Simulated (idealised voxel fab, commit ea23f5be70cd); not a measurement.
process module | voxel gate over fins
cross-section cut | 170 nm wide | cells 5 nm
A cross-section is a grid of square cells, given in bands from the top down. A band is one or more rows of cells.
Each band's line starts with the height of the band's top and of its bottom, in nm. Then come its materials from left to right, each with its width in nm. One material with "throughout" fills the band from edge to edge. "air" is empty space.
Height 0 is the level under which the wafer as received is all one material. The lowest band goes on downwards, as in "0 down".
A width such as "30 to 40" changes by the same amount from each row of cells to the next, from the band's top row to its bottom row.
"no change" after a step means that no cell of the cross-section changed.
closed voids: empty space of 8 cells or more with no open way to the top, each as width x height at its distance from the left edge, in nm
after a step's settings: what the simulator itself notes on the step
overlay nm, on a step with a mask: how far to the right of its planned place the mask lay; to the left if negative
plan
1 op RECEIVE | material Si
2 op CONFORMAL_DEP | material SiN | thk nm 10
3 op DIRECTIONAL_DEP | material aC | thk nm 15
4 op PATTERN | tone cover | mask id FINS | material resist | width nm 15 | pitch nm 35 | thk nm 30 | overlay nm 0
5 op DIRECTIONAL_ETCH | etch materials aC | depth nm 15
6 op STRIP | etch materials resist
7 op DIRECTIONAL_ETCH | etch materials SiN | depth nm 10
8 op DIRECTIONAL_ETCH | etch materials Si | depth nm 40
9 op STRIP | etch materials aC
10 op OXIDIZE | depth nm 5
11 op FILL_DEP | material SiO2 | thk nm 15
12 op CMP | height nm 10
13 op SELECTIVE_ETCH | etch materials SiO2 | depth nm 25
14 op STRIP | etch materials SiN
15 op CONFORMAL_DEP | material HfO2 | thk nm 5
16 op CONFORMAL_DEP | material TiN | thk nm 5
17 op CONFORMAL_DEP | material TiAl | thk nm 5
18 op CONFORMAL_DEP | material TiN | thk nm 5
19 op FILL_DEP | material W | thk nm 15
20 op CMP | height nm 30
21 op CONFORMAL_DEP | material SiCN | thk nm 5
as received, after step 1
  0 down: Si throughout
  closed voids: none
a wafer at the end: this start, this plan, one mistake
  35 to 30: SiCN throughout
  30 to 20: SiN throughout
  20 to 15: SiN 10 | TiN 150 | SiN 10
  15 to 10: SiN 10 | TiN 5 | TiAl 140 | TiN 5 | SiN 10
  10 to 5: SiN 10 | TiN 5 | TiAl 5 | TiN 25 | TiAl 10 | TiN 25 | TiAl 10 | TiN 25 | TiAl 10 | TiN 25 | TiAl 5 | TiN 5 | SiN 10
  5 to 0: TiN 15 | TiAl 5 | TiN 5 | HfO2 15 | TiN 5 | TiAl 10 | TiN 5 | HfO2 15 | TiN 5 | TiAl 10 | TiN 5 | HfO2 15 | TiN 5 | TiAl 10 | TiN 5 | HfO2 15 | TiN 5 | TiAl 5 | TiN 15
  0 to -5: TiAl 20 | TiN 5 | HfO2 5 | Si 5 | HfO2 5 | TiN 5 | TiAl 10 | TiN 5 | HfO2 5 | Si 5 | HfO2 5 | TiN 5 | TiAl 10 | TiN 5 | HfO2 5 | Si 5 | HfO2 5 | TiN 5 | TiAl 10 | TiN 5 | HfO2 5 | Si 5 | HfO2 5 | TiN 5 | TiAl 20
  -5 to -10: TiN 25 | HfO2 5 | Si 5 | HfO2 5 | TiN 20 | HfO2 5 | Si 5 | HfO2 5 | TiN 20 | HfO2 5 | Si 5 | HfO2 5 | TiN 20 | HfO2 5 | Si 5 | HfO2 5 | TiN 25
  -10 to -15: HfO2 30 | Si 5 | HfO2 30 | Si 5 | HfO2 30 | Si 5 | HfO2 30 | Si 5 | HfO2 30
  -15 to -45: SiO2 30 | Si 5 | SiO2 30 | Si 5 | SiO2 30 | Si 5 | SiO2 30 | Si 5 | SiO2 30
  -45 down: Si throughout
  closed voids: none
what went wrong: step 19 ran as: op FILL_DEP | material SiN | thk nm 15
